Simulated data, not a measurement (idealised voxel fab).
The name of this process module is voxel transistor to metal.
Square cell edge 5 nm, section width 170 nm, ID cut.
Each cross-section below is a grid of square cells, stated as bands in top-down order, with one or more rows of cells making up each band. Band: top height; bottom height; in nm. Then, left to right: material with width in nm, for each material. "everywhere": a single material spanning edge to edge. "empty": empty space. Convention: height 0 is the level below which the wafer, as received, is all one material. The lowest band does not terminate at the bottom but continues downward, represented as "0..down". Think of "30..40" as a width that walks from the first number to the second as you go down the band, top row to bottom row, taking equal-sized steps from row to row. It should be understood that the words "no modifications", when stated for a given step, signify that the cross-section underwent no change in any of its cells during that step. Look at "Cavities, closed" for the closed voids: empty spaces with no open path to the top, sized 8 cells or up. Each is width x height at distance, distance from the left edge, all nm. Read whatever lies past the settings on a step's line as the simulator's own remark about the step. The optional step-line setting "overlay nm" applies to steps with a mask and quantifies how far to the right of its planned location the mask lay, a negative value indicating leftward placement.
The steps planned for the process are as follows
1,RECEIVE, material Si
2,CONFORMAL_DEP, material SiO2, thk nm 5
3,CONFORMAL_DEP, material SiN, thk nm 15
4,PATTERN, tone cover, mask id ACTIVE, material resist, width nm 85, thk nm 20, overlay nm 0
5,DIRECTIONAL_ETCH, etch materials SiN, depth nm 15
6,DIRECTIONAL_ETCH, etch materials SiO2, depth nm 5
7,DIRECTIONAL_ETCH, etch materials Si, depth nm 25
8,STRIP, etch materials resist
9,OXIDIZE, depth nm 5
10,FILL_DEP, material SiO2, thk nm 5
11,CMP, height nm 20
12,SELECTIVE_ETCH, etch materials SiO2, depth nm 5
13,STRIP, etch materials SiN
14,SELECTIVE_ETCH, etch materials SiO2, depth nm 5
15,OXIDIZE, depth nm 5
16,DIRECTIONAL_DEP, material polySi, thk nm 25
17,DIRECTIONAL_DEP, material SiCN, thk nm 15
18,PATTERN, tone cover, mask id GATE, material resist, width nm 15, thk nm 20, overlay nm 0
19,DIRECTIONAL_ETCH, etch materials SiCN, depth nm 25
20,DIRECTIONAL_ETCH, etch materials polySi, depth nm 35
21,STRIP, etch materials resist
22,CONFORMAL_DEP, material SiN, thk nm 10
23,DIRECTIONAL_ETCH, etch materials SiN, depth nm 10
24,DIRECTIONAL_ETCH, etch materials SiO2, depth nm 5
25,DIRECTIONAL_ETCH, etch materials Si, depth nm 15
26,EPI, material nSi, thk nm 15
27,FILL_DEP, material SiO2, thk nm 5
28,CMP, height nm 40
29,DIRECTIONAL_DEP, material SiO2, thk nm 15
30,MASKED_ETCH, tone open, mask id CONTACT, width nm 15, pitch nm 60, etch materials SiO2, depth nm 60, overlay nm 0
31,CONFORMAL_DEP, material TiN, thk nm 5
32,FILL_DEP, material Ru, thk nm 5
33,CMP, height nm 55
34,DIRECTIONAL_DEP, material TiN, thk nm 5
35,DIRECTIONAL_DEP, material Ru, thk nm 15
36,MASKED_ETCH, tone cover, mask id METAL_1, width nm 15, pitch nm 60, etch materials Ru, depth nm 15, overlay nm 0
37,MASKED_ETCH, tone cover, mask id METAL_1, width nm 15, pitch nm 60, etch materials TiN, depth nm 5, overlay nm 0
38,FILL_DEP, material lowk, thk nm 10
39,CMP, height nm 65
40,CONFORMAL_DEP, material SiCN, thk nm 5
41,DIRECTIONAL_DEP, material SiO2, thk nm 25
42,PATTERN, tone open, mask id METAL_2, material resist, width nm 15, pitch nm 60, thk nm 15, overlay nm 0
43,DIRECTIONAL_ETCH, etch materials SiO2, depth nm 15
44,STRIP, etch materials resist
45,DIRECTIONAL_DEP, material aC, thk nm 15
46,PATTERN, tone open, mask id METAL_2_HOLES, material resist, width nm 15, pitch nm 60, thk nm 35, overlay nm 0
47,DIRECTIONAL_ETCH, etch materials aC, depth nm 15
48,STRIP, etch materials resist
49,DIRECTIONAL_ETCH, etch materials SiO2, depth nm 10
50,DIRECTIONAL_ETCH, etch materials SiCN, depth nm 5
51,STRIP, etch materials aC
52,CONFORMAL_DEP, material TiN, thk nm 5
53,FILL_DEP, material Ru, thk nm 5
54,CMP, height nm 105
55,CONFORMAL_DEP, material SiCN, thk nm 5
Heads up: all these wafers start the same, and what changes between them is the height nm in step 39. The value you see in the plan is just what the first wafer got.
First of several wafers, received after step 1, in cross-section
> 0..down = Si everywhere
> Cavities, closed: none
End of module, by wafer: material-by-material cell gain (+) or loss (-) since receipt, then closed voids
height nm 65; +68 Ru; -153 Si; +71 SiCN; +40 SiN; +501 SiO2; +108 TiN; +56 lowk; +42 nSi; +15 polySi; Cavities, closed: none
height nm 70; +40 Ru; -153 Si; +71 SiCN; +40 SiN; +501 SiO2; +108 TiN; +84 lowk; +42 nSi; +15 polySi; Cavities, closed: none
height nm 75; +44 Ru; -153 Si; +71 SiCN; +40 SiN; +501 SiO2; +76 TiN; +112 lowk; +42 nSi; +15 polySi; Cavities, closed: none
height nm 80; +42 Ru; -153 Si; +71 SiCN; +40 SiN; +473 SiO2; +72 TiN; +146 lowk; +42 nSi; +15 polySi; Cavities, closed: none
height nm 85; +40 Ru; -153 Si; +71 SiCN; +40 SiN; +445 SiO2; +68 TiN; +180 lowk; +42 nSi; +15 polySi; Cavities, closed: none
